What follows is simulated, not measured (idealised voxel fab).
Process module name: voxel self aligned contacts
Xsec cut, 150 nm wide, square cell size 5 nm.
Notation: cross-section as square-cell grid; stated in bands, top first, going down; one or more cell rows per band. Within each band entry, the heights of the top and of the bottom of the band appear first, in that order and in nm; the materials of the band then follow from left to right, each with its corresponding width in nm. The designation "all across" on a single material indicates that it fills the band from edge to edge; the designation "blank" indicates empty space. Height reference: 0 = level under which incoming wafer is all one material. Lowest band: no bottom, runs on downward, e.g. "0 -> down". Graded width ("30 to 40"): value in top row of band = first number; value in bottom row = second number; row-to-row change constant. Where the words "no modifications" appear for a step, the cross-section shows no cell changed by that step; every cell remained as before. "Closed void roster" means: voids of 8 cells or more that are shut off from the top with no open way through. Written width x height at distance, distance from the left edge, in nm. If you see something after the settings on a step's line, that's the simulator's own remark about that step. Steps that use a mask can have "overlay nm" on their line. It says how far the mask sat to the right of where it was meant to be. Negative means to the left.
Process steps (planned)
- 1: RECEIVE, material Si
- 2: OXIDIZE, depth nm 5
- 3: DIRECTIONAL_DEP, material polySi, thk nm 20
- 4: DIRECTIONAL_DEP, material SiN, thk nm 20
- 5: MASKED_ETCH, tone cover, mask id GATE, width nm 25, pitch nm 65, etch materials SiN, depth nm 20, overlay nm 0
- 6: MASKED_ETCH, tone cover, mask id GATE, width nm 35, pitch nm 65, etch materials polySi, depth nm 20, overlay nm 0
- 7: CONFORMAL_DEP, material SiN, thk nm 5
- 8: DIRECTIONAL_ETCH, etch materials SiN, depth nm 5
- 9: FILL_DEP, material SiO2, thk nm 20
- 10: CMP, height nm 50
- 11: MASKED_ETCH, tone open, mask id CONTACT, width nm 40, etch materials SiO2, depth nm 55, overlay nm 0
- 12: CONFORMAL_DEP, material TiN, thk nm 5
- 13: FILL_DEP, material Ru, thk nm 5
- 14: CMP, height nm 50
- 15: CONFORMAL_DEP, material SiN, thk nm 5
The width nm used in step 5 is not the same on every wafer, whereas the starting condition is; the value printed in the plan is the first wafer's.
Cross-section of the first of several wafers on receipt, reflecting completion of step 1
> 0 -> down: Si all across
> Closed void roster: none
wafer rows; end of module; cells per material since receipt: (+) gained, (-) lost; then closed voids
width nm 25 | +32 Ru | -30 Si | +102 SiN | +142 SiO2 | +28 TiN | +56 polySi | Closed void roster: none
width nm 30 | +28 Ru | -30 Si | +110 SiN | +138 SiO2 | +28 TiN | +56 polySi | Closed void roster: none
width nm 35 | +24 Ru | -30 Si | +118 SiN | +134 SiO2 | +28 TiN | +56 polySi | Closed void roster: none
width nm 40 | +15 Ru | -30 Si | +126 SiN | +127 SiO2 | +28 TiN | +64 polySi | Closed void roster: none
width nm 45 | +6 Ru | -30 Si | +134 SiN | +120 SiO2 | +28 TiN | +72 polySi | Closed void roster: none
width nm 50 | +6 Ru | -30 Si | +142 SiN | +113 SiO2 | +19 TiN | +80 polySi | Closed void roster: none
